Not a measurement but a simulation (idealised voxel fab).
A process module follows: voxel air gaps.
265 nm wide, 5 nm square cells: that's cross-section cut.
Reading order for cross-sections: top band down to bottom band. Underlying form: a grid of square cells. Band size: one or more rows of cells. In this notation a band is specified by the heights of its top and bottom, in that order and in nm, after which its materials appear from left to right, each paired with its width in nm. The word "everywhere" attached to a single material means that material fills the band from edge to edge; the word "empty" stands for empty space. For the purposes of this specification, 0 denotes the height below which the wafer in its as-received condition is composed wholly of one material, and the lowermost band, lacking a lower limit, extends downward without end, as expressed in "from 0 down". So if you see something like "30..40" for the width, read it as the top row of the band sitting at the first number and the bottom row at the second, with every row in between moving by the same amount as the last. Step marked "everything unchanged"? Then no cell in the cross-section changed in it. Empty spaces without an open route to the top, at least 8 cells in extent, make up the entry "Encapsulated voids"; each is given as width x height at distance, where the distance is measured from the left edge, and all are in nm. Read whatever lies past the settings on a step's line as the simulator's own remark about the step. overlay nm: for a step with a mask, the amount by which the mask lay right of where it was planned; a negative amount means left of it.

## Steps planned for the process
| 1 | RECEIVE,material Si |
| 2 | CONFORMAL_DEP,material SiO2,thk nm 10 |
| 3 | CONFORMAL_DEP,material SiN,thk nm 5 |
| 4 | DIRECTIONAL_DEP,material lowk,thk nm 30 |
| 5 | PATTERN,tone open,mask id LINES,material resist,width nm 25,pitch nm 50,thk nm 15,overlay nm 0 |
| 6 | DIRECTIONAL_ETCH,etch materials lowk,depth nm 30 |
| 7 | STRIP,etch materials resist |
| 8 | CONFORMAL_DEP,material TiN,thk nm 5 |
| 9 | FILL_DEP,material Ru,thk nm 10 |
| 10 | CMP,height nm 45 |
| 11 | EPI,material Ru,thk nm 10 |
| 12 | SELECTIVE_ETCH,etch materials lowk,depth nm 40 |
| 13 | CONFORMAL_DEP,material SiCN,thk nm 5 |

## The first wafer of two, processed as planned

## Cross-section of the incoming wafer, state after step 1
  from 0 down: Si everywhere
  Encapsulated voids: none

## The wafer in cross-section once step 2 is complete
  from 10 to 0: SiO2 everywhere
  No changes below 0.

## The wafer in cross-section once step 3 is complete
  from 15 to 10: SiN everywhere
  No changes below 10.

## The wafer in cross-section once step 4 is complete
  from 45 to 15: lowk everywhere
  No changes below 15.

## The wafer in cross-section once step 5 is complete
  from 60 to 45: resist (45); empty (25); resist (25); empty (25); resist (25); empty (25); resist (25); empty (25); resist (45)
  No changes below 45.

## The wafer in cross-section once step 6 is complete
  from 60 to 45: resist (45); empty (25); resist (25); empty (25); resist (25); empty (25); resist (25); empty (25); resist (45)
  from 45 to 15: lowk (45); empty (25); lowk (25); empty (25); lowk (25); empty (25); lowk (25); empty (25); lowk (45)
  No changes below 15.

## The wafer in cross-section once step 7 is complete
  from 45 to 15: lowk (45); empty (25); lowk (25); empty (25); lowk (25); empty (25); lowk (25); empty (25); lowk (45)
  No changes below 15.

## The wafer in cross-section once step 8 is complete
  from 50 to 45: TiN (50); empty (15); TiN (35); empty (15); TiN (35); empty (15); TiN (35); empty (15); TiN (50)
  from 45 to 20: lowk (45); TiN (5); empty (15); TiN (5); lowk (25); TiN (5); empty (15); TiN (5); lowk (25); TiN (5); empty (15); TiN (5); lowk (25); TiN (5); empty (15); TiN (5); lowk (45)
  from 20 to 15: lowk (45); TiN (25); lowk (25); TiN (25); lowk (25); TiN (25); lowk (25); TiN (25); lowk (45)
  No changes below 15.

## The wafer in cross-section once step 9 is complete
  from 60 to 50: Ru everywhere
  from 50 to 45: TiN (50); Ru (15); TiN (35); Ru (15); TiN (35); Ru (15); TiN (35); Ru (15); TiN (50)
  from 45 to 20: lowk (45); TiN (5); Ru (15); TiN (5); lowk (25); TiN (5); Ru (15); TiN (5); lowk (25); TiN (5); Ru (15); TiN (5); lowk (25); TiN (5); Ru (15); TiN (5); lowk (45)
  No changes below 20.

## The wafer in cross-section once step 10 is complete
  from 45 to 20: lowk (45); TiN (5); Ru (15); TiN (5); lowk (25); TiN (5); Ru (15); TiN (5); lowk (25); TiN (5); Ru (15); TiN (5); lowk (25); TiN (5); Ru (15); TiN (5); lowk (45)
  No changes below 20.

## The wafer in cross-section once step 11 is complete
  from 55 to 45: empty (35); Ru (45); empty (5); Ru (45); empty (5); Ru (45); empty (5); Ru (45); empty (35)
  No changes below 45.

## The wafer in cross-section once step 12 is complete
  from 55 to 45: empty (35); Ru (45); empty (5); Ru (45); empty (5); Ru (45); empty (5); Ru (45); empty (35)
  from 45 to 20: empty (45); TiN (5); Ru (15); TiN (5); empty (25); TiN (5); Ru (15); TiN (5); empty (25); TiN (5); Ru (15); TiN (5); empty (25); TiN (5); Ru (15); TiN (5); empty (45)
  from 20 to 15: empty (45); TiN (25); empty (25); TiN (25); empty (25); TiN (25); empty (25); TiN (25); empty (45)
  No changes below 15.

## The wafer in cross-section once step 13 is complete
  from 60 to 55: empty (30); SiCN (205); empty (30)
  from 55 to 45: empty (30); SiCN (5); Ru (45); SiCN (5); Ru (45); SiCN (5); Ru (45); SiCN (5); Ru (45); SiCN (5); empty (30)
  from 45 to 40: empty (30); SiCN (15); TiN (5); Ru (15); TiN (5); SiCN (25); TiN (5); Ru (15); TiN (5); SiCN (25); TiN (5); Ru (15); TiN (5); SiCN (25); TiN (5); Ru (15); TiN (5); SiCN (15); empty (30)
  from 40 to 20: empty (40); SiCN (5); TiN (5); Ru (15); TiN (5); SiCN (5); empty (15); SiCN (5); TiN (5); Ru (15); TiN (5); SiCN (5); empty (15); SiCN (5); TiN (5); Ru (15); TiN (5); SiCN (5); empty (15); SiCN (5); TiN (5); Ru (15); TiN (5); SiCN (5); empty (40)
  from 20 to 15: SiCN (45); TiN (25); SiCN (25); TiN (25); SiCN (25); TiN (25); SiCN (25); TiN (25); SiCN (45)
  No changes below 15.
  Encapsulated voids: 15 x 20 at 75; 15 x 20 at 125; 15 x 20 at 175

## The second wafer was prepared from the same starting point and under the same plan as the first; its processing contained one mistake, and it remains indistinguishable from the first wafer up to and including step 4

## Second wafer: cross-section at the scheduled end of step 5
  from 60 to 45: empty (45); resist (25); empty (25); resist (25); empty (25); resist (25); empty (25); resist (25); empty (45)
  No changes below 45.

## Second wafer: cross-section at the scheduled end of step 6
  from 60 to 45: empty (45); resist (25); empty (25); resist (25); empty (25); resist (25); empty (25); resist (25); empty (45)
  from 45 to 15: empty (45); lowk (25); empty (25); lowk (25); empty (25); lowk (25); empty (25); lowk (25); empty (45)
  No changes below 15.

## Second wafer: cross-section at the scheduled end of step 7
  from 45 to 15: empty (45); lowk (25); empty (25); lowk (25); empty (25); lowk (25); empty (25); lowk (25); empty (45)
  No changes below 15.

## Second wafer: cross-section at the scheduled end of step 8
  from 50 to 45: empty (40); TiN (35); empty (15); TiN (35); empty (15); TiN (35); empty (15); TiN (35); empty (40)
  from 45 to 20: empty (40); TiN (5); lowk (25); TiN (5); empty (15); TiN (5); lowk (25); TiN (5); empty (15); TiN (5); lowk (25); TiN (5); empty (15); TiN (5); lowk (25); TiN (5); empty (40)
  from 20 to 15: TiN (45); lowk (25); TiN (25); lowk (25); TiN (25); lowk (25); TiN (25); lowk (25); TiN (45)
  No changes below 15.

## Second wafer: cross-section at the scheduled end of step 9
  from 60 to 50: Ru everywhere
  from 50 to 45: Ru (40); TiN (35); Ru (15); TiN (35); Ru (15); TiN (35); Ru (15); TiN (35); Ru (40)
  from 45 to 20: Ru (40); TiN (5); lowk (25); TiN (5); Ru (15); TiN (5); lowk (25); TiN (5); Ru (15); TiN (5); lowk (25); TiN (5); Ru (15); TiN (5); lowk (25); TiN (5); Ru (40)
  No changes below 20.

## Second wafer: cross-section at the scheduled end of step 10
  from 45 to 20: Ru (40); TiN (5); lowk (25); TiN (5); Ru (15); TiN (5); lowk (25); TiN (5); Ru (15); TiN (5); lowk (25); TiN (5); Ru (15); TiN (5); lowk (25); TiN (5); Ru (40)
  No changes below 20.

## Second wafer: cross-section at the scheduled end of step 11
  from 55 to 45: Ru (55); empty (5); Ru (45); empty (5); Ru (45); empty (5); Ru (45); empty (5); Ru (55)
  No changes below 45.

## Second wafer: cross-section at the scheduled end of step 12
  from 55 to 45: Ru (55); empty (5); Ru (45); empty (5); Ru (45); empty (5); Ru (45); empty (5); Ru (55)
  from 45 to 20: Ru (40); TiN (5); empty (25); TiN (5); Ru (15); TiN (5); empty (25); TiN (5); Ru (15); TiN (5); empty (25); TiN (5); Ru (15); TiN (5); empty (25); TiN (5); Ru (40)
  from 20 to 15: TiN (45); empty (25); TiN (25); empty (25); TiN (25); empty (25); TiN (25); empty (25); TiN (45)
  No changes below 15.

## Second wafer: cross-section at the scheduled end of step 13
  from 60 to 55: SiCN everywhere
  from 55 to 45: Ru (55); SiCN (5); Ru (45); SiCN (5); Ru (45); SiCN (5); Ru (45); SiCN (5); Ru (55)
  from 45 to 40: Ru (40); TiN (5); SiCN (25); TiN (5); Ru (15); TiN (5); SiCN (25); TiN (5); Ru (15); TiN (5); SiCN (25); TiN (5); Ru (15); TiN (5); SiCN (25); TiN (5); Ru (40)
  from 40 to 20: Ru (40); TiN (5); SiCN (5); empty (15); SiCN (5); TiN (5); Ru (15); TiN (5); SiCN (5); empty (15); SiCN (5); TiN (5); Ru (15); TiN (5); SiCN (5); empty (15); SiCN (5); TiN (5); Ru (15); TiN (5); SiCN (5); empty (15); SiCN (5); TiN (5); Ru (40)
  from 20 to 15: TiN (45); SiCN (25); TiN (25); SiCN (25); TiN (25); SiCN (25); TiN (25); SiCN (25); TiN (45)
  No changes below 15.
  Encapsulated voids: 15 x 20 at 50; 15 x 20 at 100; 15 x 20 at 150; 15 x 20 at 200
What went wrong in running the wafer? step 5 did not happen as planned, as run it was PATTERN,tone cover,mask id LINES,material resist,width nm 25,pitch nm 50,thk nm 15,overlay nm 0
Looking at both finished wafers in cells, the second ends up ahead of or behind the first on some materials: Ru +91, SiCN -4, TiN +13
Note - end result: 3 closed voids (first wafer), 4 closed voids (second wafer).
